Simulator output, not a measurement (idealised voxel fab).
Name of the process module below: voxel trench capacitor
260 nm wide, 5 nm square cells: that's cross-section cut.
Think of the cross-section as a grid of square cells. We describe it in bands, top to bottom, and each band covers one or more rows of those cells. Heights first: top, then bottom, in nm. Then materials, left to right, each with a width in nm. "everywhere" on a single material: fills the band edge to edge. "empty": empty space. Note: height 0 marks the level under which the wafer is uniformly one material as received. Lowest band unbounded below, written "from 0 down". Read "30->40" as a graded width: first number on top, second number at the bottom, same change between each pair of neighbouring rows. Step note "all unchanged" = no cross-section cell changed. Reported under the label "Enclosed void entries" are the empty spaces having no open way to the top and comprising 8 cells or more; the notation for each is width x height at distance, in which the distance is measured from the left edge and all three values are in nm. Whatever follows a step's settings on its line is a remark the simulator itself makes about that step. Each step line may optionally specify "overlay nm", which for a step with a mask gives the rightward distance between the mask's planned place and where it lay, a negative value indicating the leftward direction.

## So here's the lineup of process steps we planned
| 1 | RECEIVE,material Si |
| 2 | CONFORMAL_DEP,material SiN,thk nm 10 |
| 3 | DIRECTIONAL_DEP,material aC,thk nm 15 |
| 4 | PATTERN,tone open,mask id TRENCH,material resist,width nm 30,pitch nm 60,thk nm 35,overlay nm 0 |
| 5 | DIRECTIONAL_ETCH,etch materials aC,depth nm 15 |
| 6 | STRIP,etch materials resist |
| 7 | DIRECTIONAL_ETCH,etch materials SiN,depth nm 10 |
| 8 | DIRECTIONAL_ETCH,etch materials Si,depth nm 40 |
| 9 | STRIP,etch materials aC |
| 10 | CONFORMAL_DEP,material HfO2,thk nm 5 |
| 11 | CONFORMAL_DEP,material TiN,thk nm 5 |
| 12 | FILL_DEP,material W,thk nm 10 |
| 13 | CMP,height nm 10 |

## Of two wafers, the first: run according to plan

## Cross-section of the incoming wafer, state after step 1
	from 0 down: Si everywhere
	Enclosed void entries: none

## Cross-section through the wafer, step 2 finished
	from 10 to 0: SiN everywhere
	Below a height of 0, the structure has not been altered.

## Cross-section through the wafer, step 3 finished
	from 25 to 10: aC everywhere
	Below a height of 10, the structure has not been altered.

## Cross-section through the wafer, step 4 finished
	from 60 to 25: 25 nm resist, 30 nm empty, 30 nm resist, 30 nm empty, 30 nm resist, 30 nm empty, 30 nm resist, 30 nm empty, 25 nm resist
	Below a height of 25, the structure has not been altered.

## Cross-section through the wafer, step 5 finished
	from 45 to 25: 25 nm resist, 30 nm empty, 30 nm resist, 30 nm empty, 30 nm resist, 30 nm empty, 30 nm resist, 30 nm empty, 25 nm resist
	from 25 to 10: 25 nm aC, 30 nm empty, 30 nm aC, 30 nm empty, 30 nm aC, 30 nm empty, 30 nm aC, 30 nm empty, 25 nm aC
	Below a height of 10, the structure has not been altered.

## Cross-section through the wafer, step 6 finished
	from 25 to 10: 25 nm aC, 30 nm empty, 30 nm aC, 30 nm empty, 30 nm aC, 30 nm empty, 30 nm aC, 30 nm empty, 25 nm aC
	Below a height of 10, the structure has not been altered.

## Cross-section through the wafer, step 7 finished
	from 25 to 10: 25 nm aC, 30 nm empty, 30 nm aC, 30 nm empty, 30 nm aC, 30 nm empty, 30 nm aC, 30 nm empty, 25 nm aC
	from 10 to 0: 25 nm SiN, 30 nm empty, 30 nm SiN, 30 nm empty, 30 nm SiN, 30 nm empty, 30 nm SiN, 30 nm empty, 25 nm SiN
	Below a height of 0, the structure has not been altered.

## Cross-section through the wafer, step 8 finished
	from 25 to 10: 25 nm aC, 30 nm empty, 30 nm aC, 30 nm empty, 30 nm aC, 30 nm empty, 30 nm aC, 30 nm empty, 25 nm aC
	from 10 to 0: 25 nm SiN, 30 nm empty, 30 nm SiN, 30 nm empty, 30 nm SiN, 30 nm empty, 30 nm SiN, 30 nm empty, 25 nm SiN
	from 0 to -40: 25 nm Si, 30 nm empty, 30 nm Si, 30 nm empty, 30 nm Si, 30 nm empty, 30 nm Si, 30 nm empty, 25 nm Si
	Below a height of -40, the structure has not been altered.

## Cross-section through the wafer, step 9 finished
	from 10 to 0: 25 nm SiN, 30 nm empty, 30 nm SiN, 30 nm empty, 30 nm SiN, 30 nm empty, 30 nm SiN, 30 nm empty, 25 nm SiN
	Below a height of 0, the structure has not been altered.

## Cross-section through the wafer, step 10 finished
	from 15 to 10: 30 nm HfO2, 20 nm empty, 40 nm HfO2, 20 nm empty, 40 nm HfO2, 20 nm empty, 40 nm HfO2, 20 nm empty, 30 nm HfO2
	from 10 to 0: 25 nm SiN, 5 nm HfO2, 20 nm empty, 5 nm HfO2, 30 nm SiN, 5 nm HfO2, 20 nm empty, 5 nm HfO2, 30 nm SiN, 5 nm HfO2, 20 nm empty, 5 nm HfO2, 30 nm SiN, 5 nm HfO2, 20 nm empty, 5 nm HfO2, 25 nm SiN
	from 0 to -35: 25 nm Si, 5 nm HfO2, 20 nm empty, 5 nm HfO2, 30 nm Si, 5 nm HfO2, 20 nm empty, 5 nm HfO2, 30 nm Si, 5 nm HfO2, 20 nm empty, 5 nm HfO2, 30 nm Si, 5 nm HfO2, 20 nm empty, 5 nm HfO2, 25 nm Si
	from -35 to -40: 25 nm Si, 30 nm HfO2, 30 nm Si, 30 nm HfO2, 30 nm Si, 30 nm HfO2, 30 nm Si, 30 nm HfO2, 25 nm Si
	Below a height of -40, the structure has not been altered.

## Cross-section through the wafer, step 11 finished
	from 20 to 15: 35 nm TiN, 10 nm empty, 50 nm TiN, 10 nm empty, 50 nm TiN, 10 nm empty, 50 nm TiN, 10 nm empty, 35 nm TiN
	from 15 to 10: 30 nm HfO2, 5 nm TiN, 10 nm empty, 5 nm TiN, 40 nm HfO2, 5 nm TiN, 10 nm empty, 5 nm TiN, 40 nm HfO2, 5 nm TiN, 10 nm empty, 5 nm TiN, 40 nm HfO2, 5 nm TiN, 10 nm empty, 5 nm TiN, 30 nm HfO2
	from 10 to 0: 25 nm SiN, 5 nm HfO2, 5 nm TiN, 10 nm empty, 5 nm TiN, 5 nm HfO2, 30 nm SiN, 5 nm HfO2, 5 nm TiN, 10 nm empty, 5 nm TiN, 5 nm HfO2, 30 nm SiN, 5 nm HfO2, 5 nm TiN, 10 nm empty, 5 nm TiN, 5 nm HfO2, 30 nm SiN, 5 nm HfO2, 5 nm TiN, 10 nm empty, 5 nm TiN, 5 nm HfO2, 25 nm SiN
	from 0 to -30: 25 nm Si, 5 nm HfO2, 5 nm TiN, 10 nm empty, 5 nm TiN, 5 nm HfO2, 30 nm Si, 5 nm HfO2, 5 nm TiN, 10 nm empty, 5 nm TiN, 5 nm HfO2, 30 nm Si, 5 nm HfO2, 5 nm TiN, 10 nm empty, 5 nm TiN, 5 nm HfO2, 30 nm Si, 5 nm HfO2, 5 nm TiN, 10 nm empty, 5 nm TiN, 5 nm HfO2, 25 nm Si
	from -30 to -35: 25 nm Si, 5 nm HfO2, 20 nm TiN, 5 nm HfO2, 30 nm Si, 5 nm HfO2, 20 nm TiN, 5 nm HfO2, 30 nm Si, 5 nm HfO2, 20 nm TiN, 5 nm HfO2, 30 nm Si, 5 nm HfO2, 20 nm TiN, 5 nm HfO2, 25 nm Si
	Below a height of -35, the structure has not been altered.

## Cross-section through the wafer, step 12 finished
	from 30 to 20: W everywhere
	from 20 to 15: 35 nm TiN, 10 nm W, 50 nm TiN, 10 nm W, 50 nm TiN, 10 nm W, 50 nm TiN, 10 nm W, 35 nm TiN
	from 15 to 10: 30 nm HfO2, 5 nm TiN, 10 nm W, 5 nm TiN, 40 nm HfO2, 5 nm TiN, 10 nm W, 5 nm TiN, 40 nm HfO2, 5 nm TiN, 10 nm W, 5 nm TiN, 40 nm HfO2, 5 nm TiN, 10 nm W, 5 nm TiN, 30 nm HfO2
	from 10 to 0: 25 nm SiN, 5 nm HfO2, 5 nm TiN, 10 nm W, 5 nm TiN, 5 nm HfO2, 30 nm SiN, 5 nm HfO2, 5 nm TiN, 10 nm W, 5 nm TiN, 5 nm HfO2, 30 nm SiN, 5 nm HfO2, 5 nm TiN, 10 nm W, 5 nm TiN, 5 nm HfO2, 30 nm SiN, 5 nm HfO2, 5 nm TiN, 10 nm W, 5 nm TiN, 5 nm HfO2, 25 nm SiN
	from 0 to -30: 25 nm Si, 5 nm HfO2, 5 nm TiN, 10 nm W, 5 nm TiN, 5 nm HfO2, 30 nm Si, 5 nm HfO2, 5 nm TiN, 10 nm W, 5 nm TiN, 5 nm HfO2, 30 nm Si, 5 nm HfO2, 5 nm TiN, 10 nm W, 5 nm TiN, 5 nm HfO2, 30 nm Si, 5 nm HfO2, 5 nm TiN, 10 nm W, 5 nm TiN, 5 nm HfO2, 25 nm Si
	Below a height of -30, the structure has not been altered.

## Cross-section through the wafer, step 13 finished
	from 10 to 0: 25 nm SiN, 5 nm HfO2, 5 nm TiN, 10 nm W, 5 nm TiN, 5 nm HfO2, 30 nm SiN, 5 nm HfO2, 5 nm TiN, 10 nm W, 5 nm TiN, 5 nm HfO2, 30 nm SiN, 5 nm HfO2, 5 nm TiN, 10 nm W, 5 nm TiN, 5 nm HfO2, 30 nm SiN, 5 nm HfO2, 5 nm TiN, 10 nm W, 5 nm TiN, 5 nm HfO2, 25 nm SiN
	Below a height of 0, the structure has not been altered.

## Regarding the second of the two wafers: it shared the first wafer's starting condition and process plan, yet one error occurred during its execution. Its history coincides with that of the first wafer up to and including step 3

## Here is the second wafer in cross-section at the point where step 4 of the plan should have been done
	from 60 to 25: 25 nm empty, 30 nm resist, 30 nm empty, 30 nm resist, 30 nm empty, 30 nm resist, 30 nm empty, 30 nm resist, 25 nm empty
	Below a height of 25, the structure has not been altered.

## Here is the second wafer in cross-section at the point where step 5 of the plan should have been done
	from 45 to 25: 25 nm empty, 30 nm resist, 30 nm empty, 30 nm resist, 30 nm empty, 30 nm resist, 30 nm empty, 30 nm resist, 25 nm empty
	from 25 to 10: 25 nm empty, 30 nm aC, 30 nm empty, 30 nm aC, 30 nm empty, 30 nm aC, 30 nm empty, 30 nm aC, 25 nm empty
	Below a height of 10, the structure has not been altered.

## Here is the second wafer in cross-section at the point where step 6 of the plan should have been done
	from 25 to 10: 25 nm empty, 30 nm aC, 30 nm empty, 30 nm aC, 30 nm empty, 30 nm aC, 30 nm empty, 30 nm aC, 25 nm empty
	Below a height of 10, the structure has not been altered.

## Here is the second wafer in cross-section at the point where step 7 of the plan should have been done
	from 25 to 10: 25 nm empty, 30 nm aC, 30 nm empty, 30 nm aC, 30 nm empty, 30 nm aC, 30 nm empty, 30 nm aC, 25 nm empty
	from 10 to 0: 25 nm empty, 30 nm SiN, 30 nm empty, 30 nm SiN, 30 nm empty, 30 nm SiN, 30 nm empty, 30 nm SiN, 25 nm empty
	Below a height of 0, the structure has not been altered.

## Here is the second wafer in cross-section at the point where step 8 of the plan should have been done
	from 25 to 10: 25 nm empty, 30 nm aC, 30 nm empty, 30 nm aC, 30 nm empty, 30 nm aC, 30 nm empty, 30 nm aC, 25 nm empty
	from 10 to 0: 25 nm empty, 30 nm SiN, 30 nm empty, 30 nm SiN, 30 nm empty, 30 nm SiN, 30 nm empty, 30 nm SiN, 25 nm empty
	from 0 to -40: 25 nm empty, 30 nm Si, 30 nm empty, 30 nm Si, 30 nm empty, 30 nm Si, 30 nm empty, 30 nm Si, 25 nm empty
	Below a height of -40, the structure has not been altered.

## Here is the second wafer in cross-section at the point where step 9 of the plan should have been done
	from 10 to 0: 25 nm empty, 30 nm SiN, 30 nm empty, 30 nm SiN, 30 nm empty, 30 nm SiN, 30 nm empty, 30 nm SiN, 25 nm empty
	Below a height of 0, the structure has not been altered.

## Here is the second wafer in cross-section at the point where step 10 of the plan should have been done
	from 15 to 10: 20 nm empty, 40 nm HfO2, 20 nm empty, 40 nm HfO2, 20 nm empty, 40 nm HfO2, 20 nm empty, 40 nm HfO2, 20 nm empty
	from 10 to 0: 20 nm empty, 5 nm HfO2, 30 nm SiN, 5 nm HfO2, 20 nm empty, 5 nm HfO2, 30 nm SiN, 5 nm HfO2, 20 nm empty, 5 nm HfO2, 30 nm SiN, 5 nm HfO2, 20 nm empty, 5 nm HfO2, 30 nm SiN, 5 nm HfO2, 20 nm empty
	from 0 to -35: 20 nm empty, 5 nm HfO2, 30 nm Si, 5 nm HfO2, 20 nm empty, 5 nm HfO2, 30 nm Si, 5 nm HfO2, 20 nm empty, 5 nm HfO2, 30 nm Si, 5 nm HfO2, 20 nm empty, 5 nm HfO2, 30 nm Si, 5 nm HfO2, 20 nm empty
	from -35 to -40: 25 nm HfO2, 30 nm Si, 30 nm HfO2, 30 nm Si, 30 nm HfO2, 30 nm Si, 30 nm HfO2, 30 nm Si, 25 nm HfO2
	Below a height of -40, the structure has not been altered.

## Here is the second wafer in cross-section at the point where step 11 of the plan should have been done
	from 20 to 15: 15 nm empty, 50 nm TiN, 10 nm empty, 50 nm TiN, 10 nm empty, 50 nm TiN, 10 nm empty, 50 nm TiN, 15 nm empty
	from 15 to 10: 15 nm empty, 5 nm TiN, 40 nm HfO2, 5 nm TiN, 10 nm empty, 5 nm TiN, 40 nm HfO2, 5 nm TiN, 10 nm empty, 5 nm TiN, 40 nm HfO2, 5 nm TiN, 10 nm empty, 5 nm TiN, 40 nm HfO2, 5 nm TiN, 15 nm empty
	from 10 to 0: 15 nm empty, 5 nm TiN, 5 nm HfO2, 30 nm SiN, 5 nm HfO2, 5 nm TiN, 10 nm empty, 5 nm TiN, 5 nm HfO2, 30 nm SiN, 5 nm HfO2, 5 nm TiN, 10 nm empty, 5 nm TiN, 5 nm HfO2, 30 nm SiN, 5 nm HfO2, 5 nm TiN, 10 nm empty, 5 nm TiN, 5 nm HfO2, 30 nm SiN, 5 nm HfO2, 5 nm TiN, 15 nm empty
	from 0 to -30: 15 nm empty, 5 nm TiN, 5 nm HfO2, 30 nm Si, 5 nm HfO2, 5 nm TiN, 10 nm empty, 5 nm TiN, 5 nm HfO2, 30 nm Si, 5 nm HfO2, 5 nm TiN, 10 nm empty, 5 nm TiN, 5 nm HfO2, 30 nm Si, 5 nm HfO2, 5 nm TiN, 10 nm empty, 5 nm TiN, 5 nm HfO2, 30 nm Si, 5 nm HfO2, 5 nm TiN, 15 nm empty
	from -30 to -35: 20 nm TiN, 5 nm HfO2, 30 nm Si, 5 nm HfO2, 20 nm TiN, 5 nm HfO2, 30 nm Si, 5 nm HfO2, 20 nm TiN, 5 nm HfO2, 30 nm Si, 5 nm HfO2, 20 nm TiN, 5 nm HfO2, 30 nm Si, 5 nm HfO2, 20 nm TiN
	Below a height of -35, the structure has not been altered.

## Here is the second wafer in cross-section at the point where step 12 of the plan should have been done
	from 30 to 20: W everywhere
	from 20 to 15: 15 nm W, 50 nm TiN, 10 nm W, 50 nm TiN, 10 nm W, 50 nm TiN, 10 nm W, 50 nm TiN, 15 nm W
	from 15 to 10: 15 nm W, 5 nm TiN, 40 nm HfO2, 5 nm TiN, 10 nm W, 5 nm TiN, 40 nm HfO2, 5 nm TiN, 10 nm W, 5 nm TiN, 40 nm HfO2, 5 nm TiN, 10 nm W, 5 nm TiN, 40 nm HfO2, 5 nm TiN, 15 nm W
	from 10 to 0: 15 nm W, 5 nm TiN, 5 nm HfO2, 30 nm SiN, 5 nm HfO2, 5 nm TiN, 10 nm W, 5 nm TiN, 5 nm HfO2, 30 nm SiN, 5 nm HfO2, 5 nm TiN, 10 nm W, 5 nm TiN, 5 nm HfO2, 30 nm SiN, 5 nm HfO2, 5 nm TiN, 10 nm W, 5 nm TiN, 5 nm HfO2, 30 nm SiN, 5 nm HfO2, 5 nm TiN, 15 nm W
	from 0 to -30: 15 nm W, 5 nm TiN, 5 nm HfO2, 30 nm Si, 5 nm HfO2, 5 nm TiN, 10 nm W, 5 nm TiN, 5 nm HfO2, 30 nm Si, 5 nm HfO2, 5 nm TiN, 10 nm W, 5 nm TiN, 5 nm HfO2, 30 nm Si, 5 nm HfO2, 5 nm TiN, 10 nm W, 5 nm TiN, 5 nm HfO2, 30 nm Si, 5 nm HfO2, 5 nm TiN, 15 nm W
	Below a height of -30, the structure has not been altered.

## Here is the second wafer in cross-section at the point where step 13 of the plan should have been done
	from 10 to 0: 15 nm W, 5 nm TiN, 5 nm HfO2, 30 nm SiN, 5 nm HfO2, 5 nm TiN, 10 nm W, 5 nm TiN, 5 nm HfO2, 30 nm SiN, 5 nm HfO2, 5 nm TiN, 10 nm W, 5 nm TiN, 5 nm HfO2, 30 nm SiN, 5 nm HfO2, 5 nm TiN, 10 nm W, 5 nm TiN, 5 nm HfO2, 30 nm SiN, 5 nm HfO2, 5 nm TiN, 15 nm W
	Below a height of 0, the structure has not been altered.
What was the processing mistake? step 4 ran with different settings than intended, the actual operation and settings being PATTERN,tone cover,mask id TRENCH,material resist,width nm 30,pitch nm 60,thk nm 35,overlay nm 0
FYI, end of process, the second wafer has more or fewer cells of some materials than the first: HfO2: 4 more, Si: 32 fewer, SiN: 8 fewer, TiN: 4 more, W: 32 more
